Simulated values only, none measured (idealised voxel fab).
A process module follows: voxel wiring stack.
Section cut is 195 nm wide and gridded with 5 nm square cells.
Reading order for cross-sections: top band down to bottom band. Underlying form: a grid of square cells. Band size: one or more rows of cells. This entry defines a band. It first specifies the height of the band's top and the height of its bottom in nm, and then specifies the band's materials from left to right, stating each material with its width in nm. The word "edge to edge" identifies a single material that fills the band from edge to edge, while the word "empty" identifies empty space. Basically, 0 is our baseline, since under it the wafer straight out of the box is all one material. The bottom band has no lower end and keeps on going down, so it looks like "from 0 down". Width: "30 to 40" (first number = top row, second number = bottom row, same change from row to row of cells). What does "same as before" mean for a step? It means no cell of the cross-section changed in that step. The entry titled "Enclosed cavities" provides the empty spaces that have no open way to the top, restricted to those of 8 cells or more. Each is presented as width x height at distance, the distance being measured from the left edge, with all three in nm. Whatever follows a step's settings on its line is a remark the simulator itself makes about that step. Each step line may optionally specify "overlay nm", which for a step with a mask gives the rightward distance between the mask's planned place and where it lay, a negative value indicating the leftward direction.

## The process steps that were planned are listed below
| 1 | RECEIVE, material Si |
| 2 | CONFORMAL_DEP, material SiO2, thk nm 15 |
| 3 | CONFORMAL_DEP, material SiCN, thk nm 5 |
| 4 | DIRECTIONAL_DEP, material lowk, thk nm 20 |
| 5 | MASKED_ETCH, tone open, mask id METAL_1, width nm 25, pitch nm 40, etch materials lowk, depth nm 20, overlay nm 0 |
| 6 | MASKED_ETCH, tone open, mask id METAL_1, width nm 25, pitch nm 40, etch materials SiCN, depth nm 5, overlay nm 0 |
| 7 | CONFORMAL_DEP, material TiN, thk nm 5 |
| 8 | FILL_DEP, material Cu, thk nm 10 |
| 9 | CMP, height nm 40 |
| 10 | EPI, material Ru, thk nm 5 |
| 11 | FILL_DEP, material SiCN, thk nm 5 |
| 12 | DIRECTIONAL_DEP, material lowk, thk nm 15 |
| 13 | DIRECTIONAL_DEP, material aC, thk nm 15 |
| 14 | PATTERN, tone open, mask id METAL_2, material resist, width nm 25, pitch nm 40, thk nm 35, overlay nm 0 |
| 15 | DIRECTIONAL_ETCH, etch materials aC, depth nm 15 |
| 16 | STRIP, etch materials resist |
| 17 | DIRECTIONAL_ETCH, etch materials lowk, depth nm 15 |
| 18 | STRIP, etch materials aC |
| 19 | PATTERN, tone open, mask id METAL_2_HOLES, material resist, width nm 15, pitch nm 40, thk nm 20, overlay nm 0 |
| 20 | DIRECTIONAL_ETCH, etch materials lowk, depth nm 10 |
| 21 | DIRECTIONAL_ETCH, etch materials SiCN, depth nm 5 |
| 22 | STRIP, etch materials resist |
| 23 | CONFORMAL_DEP, material TiN, thk nm 5 |
| 24 | FILL_DEP, material Cu, thk nm 10 |
| 25 | CMP, height nm 75 |
| 26 | CONFORMAL_DEP, material SiCN, thk nm 5 |
varied across the wafers: thk nm of step 12. The plan shows the first wafer's value. All wafers start alike

## Cross-section of the first of several wafers as received (after step 1)
* from 0 down | Si edge to edge
* Enclosed cavities: none

## End-of-module cross-section, first of several wafers, after last step 26
* from 80 to 75 | SiCN edge to edge
* from 75 to 70 | Cu edge to edge
* from 70 to 65 | 70 TiN / 15 Cu / 25 TiN / 15 Cu / 70 TiN
* from 65 to 55 | 65 lowk / 5 TiN / 15 Cu / 5 TiN / 15 lowk / 5 TiN / 15 Cu / 5 TiN / 65 lowk
* from 55 to 50 | 65 lowk / 5 TiN / 5 Cu / 15 TiN / 15 lowk / 5 TiN / 5 Cu / 15 TiN / 65 lowk
* from 50 to 45 | 65 SiCN / 15 TiN / 25 SiCN / 15 TiN / 75 SiCN
* from 45 to 40 | 60 SiCN / 35 Ru / 5 SiCN / 35 Ru / 60 SiCN
* from 40 to 20 | 65 lowk / 5 TiN / 15 Cu / 5 TiN / 15 lowk / 5 TiN / 15 Cu / 5 TiN / 65 lowk
* from 20 to 15 | 65 SiCN / 25 TiN / 15 SiCN / 25 TiN / 65 SiCN
* from 15 to 0 | SiO2 edge to edge
* from 0 down | Si edge to edge
* Enclosed cavities: none

## Sectional view of the last wafer upon completion of the module
* from 80 to 75 | SiCN edge to edge
* from 75 to 70 | 65 lowk / 5 TiN / 5 Cu / 5 TiN / 25 lowk / 5 TiN / 5 Cu / 5 TiN / 75 lowk
* from 70 to 65 | 65 lowk / 15 TiN / 25 lowk / 15 TiN / 75 lowk
* from 65 to 50 | lowk edge to edge
* from 50 to 45 | SiCN edge to edge
* from 45 to 40 | 60 SiCN / 35 Ru / 5 SiCN / 35 Ru / 60 SiCN
* from 40 to 20 | 65 lowk / 5 TiN / 15 Cu / 5 TiN / 15 lowk / 5 TiN / 15 Cu / 5 TiN / 65 lowk
* from 20 to 15 | 65 SiCN / 25 TiN / 15 SiCN / 25 TiN / 65 SiCN
* from 15 to 0 | SiO2 edge to edge
* from 0 down | Si edge to edge
* Enclosed cavities: none

## Each row below is a wafer at the end of the module, listing for every material the number of cells it has gained (+) or lost (-) since it was received, followed by its closed voids
thk nm 15; +83 Cu; +14 Ru; +126 SiCN; +117 SiO2; +81 TiN; +203 lowk; Enclosed cavities: none
thk nm 20; +46 Cu; +14 Ru; +126 SiCN; +117 SiO2; +85 TiN; +236 lowk; Enclosed cavities: none
thk nm 25; +42 Cu; +14 Ru; +126 SiCN; +117 SiO2; +56 TiN; +269 lowk; Enclosed cavities: none
thk nm 30; +34 Cu; +14 Ru; +132 SiCN; +117 SiO2; +48 TiN; +279 lowk; Enclosed cavities: none
thk nm 35; +28 Cu; +14 Ru; +132 SiCN; +117 SiO2; +44 TiN; +289 lowk; Enclosed cavities: none
thk nm 40; +26 Cu; +14 Ru; +132 SiCN; +117 SiO2; +36 TiN; +299 lowk; Enclosed cavities: none
